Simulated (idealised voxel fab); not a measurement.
process module | voxel transistor to metal
cross-section cut | 285 nm wide | cells 5 nm
A cross-section is a grid of square cells, given in bands from the top down. A band is one or more rows of cells.
Each band's line starts with the height of the band's top and of its bottom, in nm. Then come its materials from left to right, each with its width in nm. One material with "throughout" fills the band from edge to edge. "air" is empty space.
Height 0 is the level under which the wafer as received is all one material. The lowest band goes on downwards, as in "0 down".
A width such as "30 to 40" changes by the same amount from each row of cells to the next, from the band's top row to its bottom row.
"no change" after a step means that no cell of the cross-section changed.
closed voids: empty space of 8 cells or more with no open way to the top, each as width x height at its distance from the left edge, in nm
after a step's settings: what the simulator itself notes on the step
overlay nm, on a step with a mask: how far to the right of its planned place the mask lay; to the left if negative
Each pair below shows a cross-section before one step and the cross-section after it, down to the lowest band that changed. The line under each pair gives the step between them, with its settings. The pairs can come from different runs of this module on the same starting wafer, so a pair continues from the pair above only where its "before" says so.
before
  35 to 20: air 60 | SiO2 5 | SiCN 20 | SiO2 5 | air 100 | SiO2 5 | SiCN 20 | SiO2 5 | air 65
  20 to 0: air 60 | SiO2 5 | polySi 20 | SiO2 5 | air 100 | SiO2 5 | polySi 20 | SiO2 5 | air 65
  0 to -5: SiO2 throughout
  -5 to -35: Si 25 | SiO2 100 | Si 30 | SiO2 100 | Si 30
  -35 down: Si throughout
  closed voids: none
after
  45 to 35: air 50 | SiN 50 | air 80 | SiN 50 | air 55
  35 to 20: air 50 | SiN 10 | SiO2 5 | SiCN 20 | SiO2 5 | SiN 10 | air 80 | SiN 10 | SiO2 5 | SiCN 20 | SiO2 5 | SiN 10 | air 55
  20 to 10: air 50 | SiN 10 | SiO2 5 | polySi 20 | SiO2 5 | SiN 10 | air 80 | SiN 10 | SiO2 5 | polySi 20 | SiO2 5 | SiN 10 | air 55
  10 to 0: SiN 60 | SiO2 5 | polySi 20 | SiO2 5 | SiN 100 | SiO2 5 | polySi 20 | SiO2 5 | SiN 65
  below 0: unchanged
  closed voids: none
the step between: op CONFORMAL_DEP | material SiN | thk nm 10
before: the cross-section after the pair above
after
  35 to 20: air 50 | SiN 10 | SiO2 5 | SiCN 20 | SiO2 5 | SiN 10 | air 80 | SiN 10 | SiO2 5 | SiCN 20 | SiO2 5 | SiN 10 | air 55
  20 to 0: air 50 | SiN 10 | SiO2 5 | polySi 20 | SiO2 5 | SiN 10 | air 80 | SiN 10 | SiO2 5 | polySi 20 | SiO2 5 | SiN 10 | air 55
  below 0: unchanged
  closed voids: none
the step between: op DIRECTIONAL_ETCH | etch materials SiN | depth nm 10
before: the cross-section after the pair above
after
  35 to 30: air 50 | SiN 10 | air 5 | SiCN 20 | air 5 | SiN 10 | air 80 | SiN 10 | air 5 | SiCN 20 | air 5 | SiN 10 | air 55
  30 to 20: air 50 | SiN 10 | SiO2 5 | SiCN 20 | SiO2 5 | SiN 10 | air 80 | SiN 10 | SiO2 5 | SiCN 20 | SiO2 5 | SiN 10 | air 55
  20 to 0: air 50 | SiN 10 | SiO2 5 | polySi 20 | SiO2 5 | SiN 10 | air 80 | SiN 10 | SiO2 5 | polySi 20 | SiO2 5 | SiN 10 | air 55
  0 to -5: air 50 | SiO2 50 | air 80 | SiO2 50 | air 55
  below -5: unchanged
  closed voids: none
the step between: op DIRECTIONAL_ETCH | etch materials SiO2 | depth nm 5
before: the cross-section after the pair above
after
  35 to 30: air 50 | SiN 10 | air 5 | SiCN 20 | air 5 | SiN 10 | air 80 | SiN 10 | air 5 | SiCN 20 | air 5 | SiN 10 | air 55
  30 to 20: air 50 | SiN 10 | SiO2 5 | SiCN 20 | SiO2 5 | SiN 10 | air 80 | SiN 10 | SiO2 5 | SiCN 20 | SiO2 5 | SiN 10 | air 55
  20 to 0: air 50 | SiN 10 | SiO2 5 | polySi 20 | SiO2 5 | SiN 10 | air 80 | SiN 10 | SiO2 5 | polySi 20 | SiO2 5 | SiN 10 | air 55
  0 to -5: air 50 | SiO2 50 | air 80 | SiO2 50 | air 55
  -5 to -20: air 25 | SiO2 100 | air 30 | SiO2 100 | air 30
  below -20: unchanged
  closed voids: none
the step between: op DIRECTIONAL_ETCH | etch materials Si | depth nm 15
before: the cross-section after the pair above
after
  35 to 30: air 50 | SiN 10 | air 5 | SiCN 20 | air 5 | SiN 10 | air 80 | SiN 10 | air 5 | SiCN 20 | air 5 | SiN 10 | air 55
  30 to 20: air 50 | SiN 10 | SiO2 5 | SiCN 20 | SiO2 5 | SiN 10 | air 80 | SiN 10 | SiO2 5 | SiCN 20 | SiO2 5 | SiN 10 | air 55
  20 to 0: air 50 | SiN 10 | SiO2 5 | polySi 20 | SiO2 5 | SiN 10 | air 80 | SiN 10 | SiO2 5 | polySi 20 | SiO2 5 | SiN 10 | air 55
  0 to -5: nSi 30 | air 20 | SiO2 50 | air 20 | nSi 40 | air 20 | SiO2 50 | air 20 | nSi 35
  -5 to -20: nSi 25 | SiO2 100 | nSi 30 | SiO2 100 | nSi 30
  below -20: unchanged
  closed voids: none
the step between: op EPI | material nSi | thk nm 20
before: the cross-section after the pair above
after
  45 to 35: SiO2 throughout
  35 to 20: SiO2 50 | SiN 10 | SiO2 5 | SiCN 20 | SiO2 5 | SiN 10 | SiO2 80 | SiN 10 | SiO2 5 | SiCN 20 | SiO2 5 | SiN 10 | SiO2 55
  20 to 0: SiO2 50 | SiN 10 | SiO2 5 | polySi 20 | SiO2 5 | SiN 10 | SiO2 80 | SiN 10 | SiO2 5 | polySi 20 | SiO2 5 | SiN 10 | SiO2 55
  0 to -5: nSi 30 | SiO2 90 | nSi 40 | SiO2 90 | nSi 35
  below -5: unchanged
  closed voids: none
the step between: op FILL_DEP | material SiO2 | thk nm 10
before: the cross-section after the pair above
after
  35 to 20: SiO2 50 | SiN 10 | SiO2 5 | SiCN 20 | SiO2 5 | SiN 10 | SiO2 80 | SiN 10 | SiO2 5 | SiCN 20 | SiO2 5 | SiN 10 | SiO2 55
  below 20: unchanged
  closed voids: none
the step between: op CMP | height nm 35
before: the cross-section after the pair above
after
  50 to 35: SiO2 throughout
  below 35: unchanged
  closed voids: none
the step between: op DIRECTIONAL_DEP | material SiO2 | thk nm 15
before: the cross-section after the pair above
after
  70 to 50: resist 30 | air 15 | resist 60 | air 15 | resist 40 | air 15 | resist 60 | air 15 | resist 35
  below 50: unchanged
  closed voids: none
the step between: op PATTERN | tone open | mask id CONTACT | material resist | width nm 15 | thk nm 20 | overlay nm 0
before: the cross-section after the pair above
after
  70 to 50: resist 30 | air 15 | resist 60 | air 15 | resist 40 | air 15 | resist 60 | air 15 | resist 35
  50 to 35: SiO2 30 | air 15 | SiO2 60 | air 15 | SiO2 40 | air 15 | SiO2 60 | air 15 | SiO2 35
  35 to 20: SiO2 30 | air 15 | SiO2 5 | SiN 10 | SiO2 5 | SiCN 20 | SiO2 5 | SiN 10 | SiO2 5 | air 15 | SiO2 40 | air 15 | SiO2 5 | SiN 10 | SiO2 5 | SiCN 20 | SiO2 5 | SiN 10 | SiO2 5 | air 15 | SiO2 35
  20 to 15: SiO2 30 | air 15 | SiO2 5 | SiN 10 | SiO2 5 | polySi 20 | SiO2 5 | SiN 10 | SiO2 5 | air 15 | SiO2 40 | air 15 | SiO2 5 | SiN 10 | SiO2 5 | polySi 20 | SiO2 5 | SiN 10 | SiO2 5 | air 15 | SiO2 35
  below 15: unchanged
  closed voids: none
the step between: op DIRECTIONAL_ETCH | etch materials SiO2 | depth nm 35
before: the cross-section after the pair above
after
  50 to 35: SiO2 30 | air 15 | SiO2 60 | air 15 | SiO2 40 | air 15 | SiO2 60 | air 15 | SiO2 35
  below 35: unchanged
  closed voids: none
the step between: op STRIP | etch materials resist
before: the cross-section after the pair above
after
  55 to 50: TiN 35 | air 5 | TiN 70 | air 5 | TiN 50 | air 5 | TiN 70 | air 5 | TiN 40
  50 to 35: SiO2 30 | TiN 5 | air 5 | TiN 5 | SiO2 60 | TiN 5 | air 5 | TiN 5 | SiO2 40 | TiN 5 | air 5 | TiN 5 | SiO2 60 | TiN 5 | air 5 | TiN 5 | SiO2 35
  35 to 20: SiO2 30 | TiN 5 | air 5 | TiN 5 | SiO2 5 | SiN 10 | SiO2 5 | SiCN 20 | SiO2 5 | SiN 10 | SiO2 5 | TiN 5 | air 5 | TiN 5 | SiO2 40 | TiN 5 | air 5 | TiN 5 | SiO2 5 | SiN 10 | SiO2 5 | SiCN 20 | SiO2 5 | SiN 10 | SiO2 5 | TiN 5 | air 5 | TiN 5 | SiO2 35
  20 to 15: SiO2 30 | TiN 15 | SiO2 5 | SiN 10 | SiO2 5 | polySi 20 | SiO2 5 | SiN 10 | SiO2 5 | TiN 15 | SiO2 40 | TiN 15 | SiO2 5 | SiN 10 | SiO2 5 | polySi 20 | SiO2 5 | SiN 10 | SiO2 5 | TiN 15 | SiO2 35
  below 15: unchanged
  closed voids: none
the step between: op CONFORMAL_DEP | material TiN | thk nm 5
before: the cross-section after the pair above
after
  60 to 55: Ru throughout
  55 to 50: TiN 35 | Ru 5 | TiN 70 | Ru 5 | TiN 50 | Ru 5 | TiN 70 | Ru 5 | TiN 40
  50 to 35: SiO2 30 | TiN 5 | Ru 5 | TiN 5 | SiO2 60 | TiN 5 | Ru 5 | TiN 5 | SiO2 40 | TiN 5 | Ru 5 | TiN 5 | SiO2 60 | TiN 5 | Ru 5 | TiN 5 | SiO2 35
  35 to 20: SiO2 30 | TiN 5 | Ru 5 | TiN 5 | SiO2 5 | SiN 10 | SiO2 5 | SiCN 20 | SiO2 5 | SiN 10 | SiO2 5 | TiN 5 | Ru 5 | TiN 5 | SiO2 40 | TiN 5 | Ru 5 | TiN 5 | SiO2 5 | SiN 10 | SiO2 5 | SiCN 20 | SiO2 5 | SiN 10 | SiO2 5 | TiN 5 | Ru 5 | TiN 5 | SiO2 35
  below 20: unchanged
  closed voids: none
the step between: op FILL_DEP | material Ru | thk nm 5
before: the cross-section after the pair above
after
  50 to 35: SiO2 30 | TiN 5 | Ru 5 | TiN 5 | SiO2 60 | TiN 5 | Ru 5 | TiN 5 | SiO2 40 | TiN 5 | Ru 5 | TiN 5 | SiO2 60 | TiN 5 | Ru 5 | TiN 5 | SiO2 35
  below 35: unchanged
  closed voids: none
the step between: op CMP | height nm 50
before: the cross-section after the pair above
after
  55 to 50: TiN throughout
  below 50: unchanged
  closed voids: none
the step between: op DIRECTIONAL_DEP | material TiN | thk nm 5
before: the cross-section after the pair above
after
  80 to 55: Ru throughout
  below 55: unchanged
  closed voids: none
the step between: op DIRECTIONAL_DEP | material Ru | thk nm 25
before: the cross-section after the pair above
after
  80 to 55: air 30 | Ru 15 | air 60 | Ru 15 | air 40 | Ru 15 | air 60 | Ru 15 | air 35
  below 55: unchanged
  closed voids: none
the step between: op MASKED_ETCH | tone cover | mask id METAL_1 | width nm 15 | etch materials Ru | depth nm 25 | overlay nm 0
before: the cross-section after the pair above
after
  80 to 55: air 30 | Ru 15 | air 60 | Ru 15 | air 40 | Ru 15 | air 60 | Ru 15 | air 35
  55 to 50: air 30 | TiN 15 | air 60 | TiN 15 | air 40 | TiN 15 | air 60 | TiN 15 | air 35
  below 50: unchanged
  closed voids: none
the step between: op MASKED_ETCH | tone cover | mask id METAL_1 | width nm 15 | etch materials TiN | depth nm 5 | overlay nm 0
before: the cross-section after the pair above
after
  85 to 80: air 25 | SiN 25 | air 50 | SiN 25 | air 30 | SiN 25 | air 50 | SiN 25 | air 30
  80 to 55: air 25 | SiN 5 | Ru 15 | SiN 5 | air 50 | SiN 5 | Ru 15 | SiN 5 | air 30 | SiN 5 | Ru 15 | SiN 5 | air 50 | SiN 5 | Ru 15 | SiN 5 | air 30
  55 to 50: SiN 30 | TiN 15 | SiN 60 | TiN 15 | SiN 40 | TiN 15 | SiN 60 | TiN 15 | SiN 35
  below 50: unchanged
  closed voids: none
the step between: op CONFORMAL_DEP | material SiN | thk nm 5
before: the cross-section after the pair above
after
  95 to 85: lowk throughout
  85 to 80: lowk 25 | SiN 25 | lowk 50 | SiN 25 | lowk 30 | SiN 25 | lowk 50 | SiN 25 | lowk 30
  80 to 55: lowk 25 | SiN 5 | Ru 15 | SiN 5 | lowk 50 | SiN 5 | Ru 15 | SiN 5 | lowk 30 | SiN 5 | Ru 15 | SiN 5 | lowk 50 | SiN 5 | Ru 15 | SiN 5 | lowk 30
  below 55: unchanged
  closed voids: none
the step between: op FILL_DEP | material lowk | thk nm 10
before: the cross-section after the pair above
after
  80 to 55: lowk 25 | SiN 5 | Ru 15 | SiN 5 | lowk 50 | SiN 5 | Ru 15 | SiN 5 | lowk 30 | SiN 5 | Ru 15 | SiN 5 | lowk 50 | SiN 5 | Ru 15 | SiN 5 | lowk 30
  below 55: unchanged
  closed voids: none
the step between: op CMP | height nm 80
before: the cross-section after the pair above
after
  85 to 80: SiCN throughout
  below 80: unchanged
  closed voids: none
the step between: op CONFORMAL_DEP | material SiCN | thk nm 5
